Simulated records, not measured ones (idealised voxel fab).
process module | voxel gate over fins
cross-section cut | 235 nm wide | cells 5 nm
A cross-section is a grid of square cells, given in bands from the top down. A band is one or more rows of cells.
Each band's line starts with the height of the band's top and of its bottom, in nm. Then come its materials from left to right, each with its width in nm. One material with "throughout" fills the band from edge to edge. "air" is empty space.
Height 0 is the level under which the wafer as received is all one material. The lowest band goes on downwards, as in "0 down".
A width such as "30 to 40" changes by the same amount from each row of cells to the next, from the band's top row to its bottom row.
"no change" after a step means that no cell of the cross-section changed.
closed voids: empty space of 8 cells or more with no open way to the top, each as width x height at its distance from the left edge, in nm
after a step's settings: what the simulator itself notes on the step
overlay nm, on a step with a mask: how far to the right of its planned place the mask lay; to the left if negative
plan
1 op RECEIVE | material Si
2 op CONFORMAL_DEP | material SiN | thk nm 5
3 op PATTERN | tone cover | mask id FINS | material resist | width nm 15 | pitch nm 40 | thk nm 15 | overlay nm 0
4 op DIRECTIONAL_ETCH | etch materials SiN | depth nm 5
5 op DIRECTIONAL_ETCH | etch materials Si | depth nm 35
6 op STRIP | etch materials resist
7 op OXIDIZE | depth nm 5
8 op FILL_DEP | material SiO2 | thk nm 10
9 op CMP | height nm 5
10 op SELECTIVE_ETCH | etch materials SiO2 | depth nm 15
11 op STRIP | etch materials SiN
12 op CONFORMAL_DEP | material HfO2 | thk nm 5
13 op CONFORMAL_DEP | material TiN | thk nm 5
14 op CONFORMAL_DEP | material TiAl | thk nm 5
15 op CONFORMAL_DEP | material TiN | thk nm 5
16 op FILL_DEP | material W | thk nm 10
17 op CMP | height nm 25
18 op CONFORMAL_DEP | material SiCN | thk nm 5
first wafer, as planned
as received, after step 1
  0 down: Si throughout
  closed voids: none
after step 2
  5 to 0: SiN throughout
  below 0: unchanged
after step 3
  20 to 5: air 90 | resist 15 | air 25 | resist 15 | air 90
  below 5: unchanged
after step 4
  20 to 5: air 90 | resist 15 | air 25 | resist 15 | air 90
  5 to 0: air 90 | SiN 15 | air 25 | SiN 15 | air 90
  below 0: unchanged
after step 5
  20 to 5: air 90 | resist 15 | air 25 | resist 15 | air 90
  5 to 0: air 90 | SiN 15 | air 25 | SiN 15 | air 90
  0 to -35: air 90 | Si 15 | air 25 | Si 15 | air 90
  below -35: unchanged
after step 6
  5 to 0: air 90 | SiN 15 | air 25 | SiN 15 | air 90
  below 0: unchanged
after step 7
  5 to 0: air 90 | SiN 15 | air 25 | SiN 15 | air 90
  0 to -35: air 90 | SiO2 5 | Si 5 | SiO2 5 | air 25 | SiO2 5 | Si 5 | SiO2 5 | air 90
  -35 to -40: SiO2 95 | Si 5 | SiO2 35 | Si 5 | SiO2 95
  below -40: unchanged
after step 8
  15 to 5: SiO2 throughout
  5 to 0: SiO2 90 | SiN 15 | SiO2 25 | SiN 15 | SiO2 90
  0 to -40: SiO2 95 | Si 5 | SiO2 35 | Si 5 | SiO2 95
  below -40: unchanged
after step 9
  5 to 0: SiO2 90 | SiN 15 | SiO2 25 | SiN 15 | SiO2 90
  below 0: unchanged
after step 10
  5 to 0: air 90 | SiN 15 | air 25 | SiN 15 | air 90
  0 to -10: air 95 | Si 5 | air 35 | Si 5 | air 95
  below -10: unchanged
after step 11
  0 to -10: air 95 | Si 5 | air 35 | Si 5 | air 95
  below -10: unchanged
after step 12
  5 to 0: air 90 | HfO2 15 | air 25 | HfO2 15 | air 90
  0 to -5: air 90 | HfO2 5 | Si 5 | HfO2 5 | air 25 | HfO2 5 | Si 5 | HfO2 5 | air 90
  -5 to -10: HfO2 95 | Si 5 | HfO2 35 | Si 5 | HfO2 95
  below -10: unchanged
after step 13
  10 to 5: air 85 | TiN 25 | air 15 | TiN 25 | air 85
  5 to 0: air 85 | TiN 5 | HfO2 15 | TiN 5 | air 15 | TiN 5 | HfO2 15 | TiN 5 | air 85
  0 to -5: TiN 90 | HfO2 5 | Si 5 | HfO2 5 | TiN 25 | HfO2 5 | Si 5 | HfO2 5 | TiN 90
  below -5: unchanged
after step 14
  15 to 10: air 80 | TiAl 35 | air 5 | TiAl 35 | air 80
  10 to 5: air 80 | TiAl 5 | TiN 25 | TiAl 5 | air 5 | TiAl 5 | TiN 25 | TiAl 5 | air 80
  5 to 0: TiAl 85 | TiN 5 | HfO2 15 | TiN 5 | TiAl 15 | TiN 5 | HfO2 15 | TiN 5 | TiAl 85
  below 0: unchanged
after step 15
  20 to 15: air 75 | TiN 85 | air 75
  15 to 10: air 75 | TiN 5 | TiAl 35 | TiN 5 | TiAl 35 | TiN 5 | air 75
  10 to 5: TiN 80 | TiAl 5 | TiN 25 | TiAl 5 | TiN 5 | TiAl 5 | TiN 25 | TiAl 5 | TiN 80
  below 5: unchanged
after step 16
  30 to 20: W throughout
  20 to 15: W 75 | TiN 85 | W 75
  15 to 10: W 75 | TiN 5 | TiAl 35 | TiN 5 | TiAl 35 | TiN 5 | W 75
  below 10: unchanged
after step 17
  25 to 20: W throughout
  below 20: unchanged
after step 18
  30 to 25: SiCN throughout
  below 25: unchanged
second wafer: like start, like plan, one mistake. Through step 2 it matches the first wafer
when step 3 should have ended
  20 to 5: resist 90 | air 15 | resist 25 | air 15 | resist 90
  below 5: unchanged
when step 4 should have ended
  20 to 5: resist 90 | air 15 | resist 25 | air 15 | resist 90
  5 to 0: SiN 90 | air 15 | SiN 25 | air 15 | SiN 90
  below 0: unchanged
when step 5 should have ended
  20 to 5: resist 90 | air 15 | resist 25 | air 15 | resist 90
  5 to 0: SiN 90 | air 15 | SiN 25 | air 15 | SiN 90
  0 to -35: Si 90 | air 15 | Si 25 | air 15 | Si 90
  below -35: unchanged
when step 6 should have ended
  5 to 0: SiN 90 | air 15 | SiN 25 | air 15 | SiN 90
  below 0: unchanged
when step 7 should have ended
  5 to 0: SiN 90 | air 15 | SiN 25 | air 15 | SiN 90
  0 to -35: Si 85 | SiO2 5 | air 15 | SiO2 5 | Si 15 | SiO2 5 | air 15 | SiO2 5 | Si 85
  -35 to -40: Si 85 | SiO2 25 | Si 15 | SiO2 25 | Si 85
  below -40: unchanged
when step 8 should have ended
  15 to 5: SiO2 throughout
  5 to 0: SiN 90 | SiO2 15 | SiN 25 | SiO2 15 | SiN 90
  0 to -40: Si 85 | SiO2 25 | Si 15 | SiO2 25 | Si 85
  below -40: unchanged
when step 9 should have ended
  5 to 0: SiN 90 | SiO2 15 | SiN 25 | SiO2 15 | SiN 90
  below 0: unchanged
when step 10 should have ended
  5 to 0: SiN 90 | air 15 | SiN 25 | air 15 | SiN 90
  0 to -10: Si 85 | air 25 | Si 15 | air 25 | Si 85
  below -10: unchanged
when step 11 should have ended
  0 to -10: Si 85 | air 25 | Si 15 | air 25 | Si 85
  below -10: unchanged
when step 12 should have ended
  5 to 0: HfO2 90 | air 15 | HfO2 25 | air 15 | HfO2 90
  0 to -5: Si 85 | HfO2 5 | air 15 | HfO2 5 | Si 15 | HfO2 5 | air 15 | HfO2 5 | Si 85
  -5 to -10: Si 85 | HfO2 25 | Si 15 | HfO2 25 | Si 85
  below -10: unchanged
when step 13 should have ended
  10 to 5: TiN 95 | air 5 | TiN 35 | air 5 | TiN 95
  5 to 0: HfO2 90 | TiN 5 | air 5 | TiN 5 | HfO2 25 | TiN 5 | air 5 | TiN 5 | HfO2 90
  0 to -5: Si 85 | HfO2 5 | TiN 15 | HfO2 5 | Si 15 | HfO2 5 | TiN 15 | HfO2 5 | Si 85
  below -5: unchanged
when step 14 should have ended
  15 to 10: TiAl throughout
  10 to 5: TiN 95 | TiAl 5 | TiN 35 | TiAl 5 | TiN 95
  5 to 0: HfO2 90 | TiN 5 | TiAl 5 | TiN 5 | HfO2 25 | TiN 5 | TiAl 5 | TiN 5 | HfO2 90
  below 0: unchanged
when step 15 should have ended
  20 to 15: TiN throughout
  below 15: unchanged
when step 16 should have ended
  30 to 20: W throughout
  below 20: unchanged
when step 17 should have ended
  25 to 20: W throughout
  below 20: unchanged
when step 18 should have ended
  30 to 25: SiCN throughout
  below 25: unchanged
what went wrong: step 3 ran as: op PATTERN | tone open | mask id FINS | material resist | width nm 15 | pitch nm 40 | thk nm 15 | overlay nm 0
at the end the second wafer has, in cells: 280 more of Si | 210 fewer of SiO2 | 4 fewer of TiAl | 6 fewer of TiN | 60 fewer of W
